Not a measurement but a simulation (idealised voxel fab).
Process module in this document: voxel transistor to metal
FYI the section here is cut, 160 nm wide, cells are 5 nm squares.
Bands, listed from the top down, are how a cross-section gets written in this document; the cross-section itself is a grid of square cells, and a band is one or more rows of them.
Top, bottom (nm), then materials left to right with widths (nm); lone material tagged "everywhere" fills the whole band edge to edge; "air" = empty space.
Below 0: as-received wafer, all one material; heights counted from there. Lowest band: no bottom, goes on down, written "0 and below".
Graded width ("30->40"): value in top row of band = first number; value in bottom row = second number; row-to-row change constant.
When a step is marked "nothing altered", none of the cells in the cross-section changed during that step.
Under "Internal closed voids" you'll find the enclosed gaps, the ones with no way out to the top, that are 8 cells or bigger; each reads width x height at distance, with distance counted from the left edge, everything in nm.
Formally, on a step line, whatever follows the settings is a remark that the simulator itself makes on the step.
Among the settings permitted on a step's line is "overlay nm"; applied to a step with a mask, it specifies the extent to which the mask lay to the right of its planned position, whereas a negative figure signifies a position to the left.
-- Intended process steps
1,RECEIVE [material Si]
2,CONFORMAL_DEP [material SiO2] [thk nm 5]
3,CONFORMAL_DEP [material SiN] [thk nm 10]
4,MASKED_ETCH [tone cover] [mask id ACTIVE] [width nm 100] [etch materials SiN] [depth nm 10] [overlay nm 0]
5,MASKED_ETCH [tone cover] [mask id ACTIVE] [width nm 100] [etch materials SiO2] [depth nm 5] [overlay nm 0]
6,MASKED_ETCH [tone cover] [mask id ACTIVE] [width nm 100] [etch materials Si] [depth nm 20] [overlay nm 0]
7,OXIDIZE [depth nm 5]
8,FILL_DEP [material SiO2] [thk nm 5]
9,CMP [height nm 15]
10,SELECTIVE_ETCH [etch materials SiO2] [depth nm 10]
11,STRIP [etch materials SiN]
12,SELECTIVE_ETCH [etch materials SiO2] [depth nm 5]
13,OXIDIZE [depth nm 5]
14,DIRECTIONAL_DEP [material polySi] [thk nm 20]
15,DIRECTIONAL_DEP [material SiCN] [thk nm 10]
16,DIRECTIONAL_DEP [material aC] [thk nm 15]
17,PATTERN [tone cover] [mask id GATE] [material resist] [width nm 30] [thk nm 30] [overlay nm 0]
18,DIRECTIONAL_ETCH [etch materials aC] [depth nm 15]
19,STRIP [etch materials resist]
20,DIRECTIONAL_ETCH [etch materials SiCN] [depth nm 20]
21,DIRECTIONAL_ETCH [etch materials polySi] [depth nm 30]
22,STRIP [etch materials aC]
23,CONFORMAL_DEP [material SiO2] [thk nm 5]
24,DIRECTIONAL_ETCH [etch materials SiO2] [depth nm 5]
25,CONFORMAL_DEP [material SiN] [thk nm 10]
26,DIRECTIONAL_ETCH [etch materials SiN] [depth nm 10]
27,DIRECTIONAL_ETCH [etch materials SiO2] [depth nm 5]
28,DIRECTIONAL_ETCH [etch materials Si] [depth nm 15]
29,EPI [material SiGe] [thk nm 20]
30,FILL_DEP [material SiO2] [thk nm 5]
31,CMP [height nm 20]
32,STRIP [etch materials polySi]
33,SELECTIVE_ETCH [etch materials SiO2] [depth nm 5]
34,CONFORMAL_DEP [material HfO2] [thk nm 5]
35,CONFORMAL_DEP [material TiN] [thk nm 5]
36,FILL_DEP [material W] [thk nm 5]
37,CMP [height nm 15]
38,DIRECTIONAL_DEP [material SiO2] [thk nm 15]
39,MASKED_ETCH [tone open] [mask id CONTACT] [width nm 15] [pitch nm 75] [etch materials SiO2] [depth nm 15] [overlay nm 0]
40,CONFORMAL_DEP [material TiN] [thk nm 5]
41,FILL_DEP [material Ru] [thk nm 10]
42,CMP [height nm 30]
43,DIRECTIONAL_DEP [material TiN] [thk nm 5]
44,DIRECTIONAL_DEP [material W] [thk nm 15]
45,DIRECTIONAL_DEP [material aC] [thk nm 15]
46,PATTERN [tone cover] [mask id METAL_1] [material resist] [width nm 15] [pitch nm 75] [thk nm 30] [overlay nm 0]
47,DIRECTIONAL_ETCH [etch materials aC] [depth nm 15]
48,STRIP [etch materials resist]
49,DIRECTIONAL_ETCH [etch materials W] [depth nm 15]
50,DIRECTIONAL_ETCH [etch materials TiN] [depth nm 5]
51,STRIP [etch materials aC]
52,FILL_DEP [material lowk] [thk nm 10]
53,CMP [height nm 50]
54,CONFORMAL_DEP [material SiN] [thk nm 5]
-- Shown in cross-section is the wafer as received, that is, as it stands after step 1
- 0 and below  Si everywhere
- Internal closed voids: none
-- Looking at the first of two wafers in cross-section at end of module - ran to plan
- 55 down to 50  SiN everywhere
- 50 down to 35  lowk (35) | W (15) | lowk (60) | W (15) | lowk (35)
- 35 down to 30  lowk (35) | TiN (15) | lowk (60) | TiN (15) | lowk (35)
- 30 down to 20  SiO2 (35) | TiN (5) | Ru (5) | TiN (5) | SiO2 (60) | TiN (5) | Ru (5) | TiN (5) | SiO2 (35)
- 20 down to 15  SiO2 (35) | TiN (15) | SiO2 (60) | TiN (15) | SiO2 (35)
- 15 down to 5  SiO2 (30) | SiGe (20) | SiN (10) | HfO2 (5) | TiN (5) | W (20) | TiN (5) | HfO2 (5) | SiN (10) | SiGe (20) | SiO2 (30)
- 5 down to 0  SiO2 (30) | SiGe (20) | SiN (10) | HfO2 (5) | TiN (30) | HfO2 (5) | SiN (10) | SiGe (20) | SiO2 (30)
- 0 down to -5  SiO2 (30) | SiGe (20) | SiO2 (10) | HfO2 (40) | SiO2 (10) | SiGe (20) | SiO2 (30)
- -5 down to -20  SiO2 (35) | SiGe (15) | Si (60) | SiGe (15) | SiO2 (35)
- -20 down to -25  SiO2 (35) | Si (90) | SiO2 (35)
- -25 and below  Si everywhere
- Internal closed voids: none
-- Second wafer of the two, sectioned at the end of the module. It began like the first and followed the same plan, but one mistake was made while running it
- 55 down to 50  SiN everywhere
- 50 down to 35  lowk (35) | W (15) | lowk (60) | W (15) | lowk (35)
- 35 down to 30  lowk (35) | TiN (15) | lowk (60) | TiN (15) | lowk (35)
- 30 down to 20  SiO2 (35) | TiN (5) | Ru (5) | TiN (5) | SiO2 (60) | TiN (5) | Ru (5) | TiN (5) | SiO2 (35)
- 20 down to 15  SiO2 (35) | TiN (15) | SiO2 (60) | TiN (15) | SiO2 (35)
- 15 down to 5  SiO2 (25) | SiGe (20) | SiN (10) | HfO2 (5) | TiN (5) | W (20) | TiN (5) | HfO2 (5) | SiN (10) | SiGe (20) | SiO2 (35)
- 5 down to 0  SiO2 (25) | SiGe (20) | SiN (10) | HfO2 (5) | TiN (30) | HfO2 (5) | SiN (10) | SiGe (20) | SiO2 (35)
- 0 down to -5  SiO2 (25) | SiGe (20) | SiO2 (10) | HfO2 (40) | SiO2 (10) | SiGe (25) | SiO2 (30)
- -5 down to -20  SiO2 (35) | SiGe (10) | Si (60) | SiGe (20) | SiO2 (35)
- -20 down to -25  SiO2 (35) | Si (90) | SiO2 (35)
- -25 and below  Si everywhere
- Internal closed voids: none
Short version of what went wrong: step 17 went in with a setting other than planned; the actual run was PATTERN [tone cover] [mask id GATE] [material resist] [width nm 30] [thk nm 30] [overlay nm -5]
End of process, cell counts, second wafer against first, materials with more or fewer: SiGe: 1 more, SiO2: 1 fewer
